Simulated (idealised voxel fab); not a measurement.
process module | voxel self aligned vias
cross-section cut | 265 nm wide | cells 5 nm
A cross-section is a grid of square cells, given in bands from the top down. A band is one or more rows of cells.
Each band's line starts with the height of the band's top and of its bottom, in nm. Then come its materials from left to right, each with its width in nm. One material with "throughout" fills the band from edge to edge. "air" is empty space.
Height 0 is the level under which the wafer as received is all one material. The lowest band goes on downwards, as in "0 down".
A width such as "30 to 40" changes by the same amount from each row of cells to the next, from the band's top row to its bottom row.
"no change" after a step means that no cell of the cross-section changed.
closed voids: empty space of 8 cells or more with no open way to the top, each as width x height at its distance from the left edge, in nm
after a step's settings: what the simulator itself notes on the step
overlay nm, on a step with a mask: how far to the right of its planned place the mask lay; to the left if negative
plan
1 op RECEIVE | material Si
2 op CONFORMAL_DEP | material SiO2 | thk nm 15
3 op CONFORMAL_DEP | material SiCN | thk nm 5
4 op DIRECTIONAL_DEP | material SiO2 | thk nm 25
5 op PATTERN | tone open | mask id LINES | material resist | width nm 30 | pitch nm 70 | thk nm 20 | overlay nm -15
6 op DIRECTIONAL_ETCH | etch materials SiO2 | depth nm 25
7 op STRIP | etch materials resist
8 op CONFORMAL_DEP | material TiN | thk nm 5
9 op FILL_DEP | material Ru | thk nm 5
10 op CMP | height nm 45
11 op SELECTIVE_ETCH | etch materials W Ru TiN | depth nm 10
12 op FILL_DEP | material SiN | thk nm 10
13 op CMP | height nm 45
14 op DIRECTIONAL_DEP | material SiO2 | thk nm 15
15 op DIRECTIONAL_DEP | material aC | thk nm 15
16 op PATTERN | tone open | mask id VIAS | material resist | width nm 40 | pitch nm 70 | thk nm 35 | overlay nm 0
17 op DIRECTIONAL_ETCH | etch materials aC | depth nm 15
18 op STRIP | etch materials resist
19 op DIRECTIONAL_ETCH | etch materials SiO2 | depth nm 15
20 op DIRECTIONAL_ETCH | etch materials SiN | depth nm 10
21 op STRIP | etch materials aC
22 op CONFORMAL_DEP | material TiN | thk nm 5
23 op FILL_DEP | material W | thk nm 10
24 op CMP | height nm 60
25 op CONFORMAL_DEP | material SiCN | thk nm 5
varied across the wafers: overlay nm of step 5. The plan shows the first wafer's value. All wafers start alike
first wafer as received, after step 1
  0 down: Si throughout
  closed voids: none
each wafer at the end: cells of each material gained (+) or lost (-) since it was received, then its closed voids
overlay nm -15 | +24 Ru | +106 SiCN | +12 SiN | +421 SiO2 | +78 TiN | +48 W | closed voids: none
overlay nm -10 | +24 Ru | +106 SiCN | +6 SiN | +421 SiO2 | +78 TiN | +54 W | closed voids: none
overlay nm -5 | +24 Ru | +106 SiCN | +421 SiO2 | +78 TiN | +60 W | closed voids: none
overlay nm 0 | +24 Ru | +106 SiCN | +421 SiO2 | +78 TiN | +60 W | closed voids: none
overlay nm 5 | +24 Ru | +106 SiCN | +421 SiO2 | +78 TiN | +60 W | closed voids: none
overlay nm 10 | +24 Ru | +106 SiCN | +6 SiN | +421 SiO2 | +78 TiN | +54 W | closed voids: none
overlay nm 15 | +24 Ru | +106 SiCN | +12 SiN | +421 SiO2 | +78 TiN | +48 W | closed voids: none
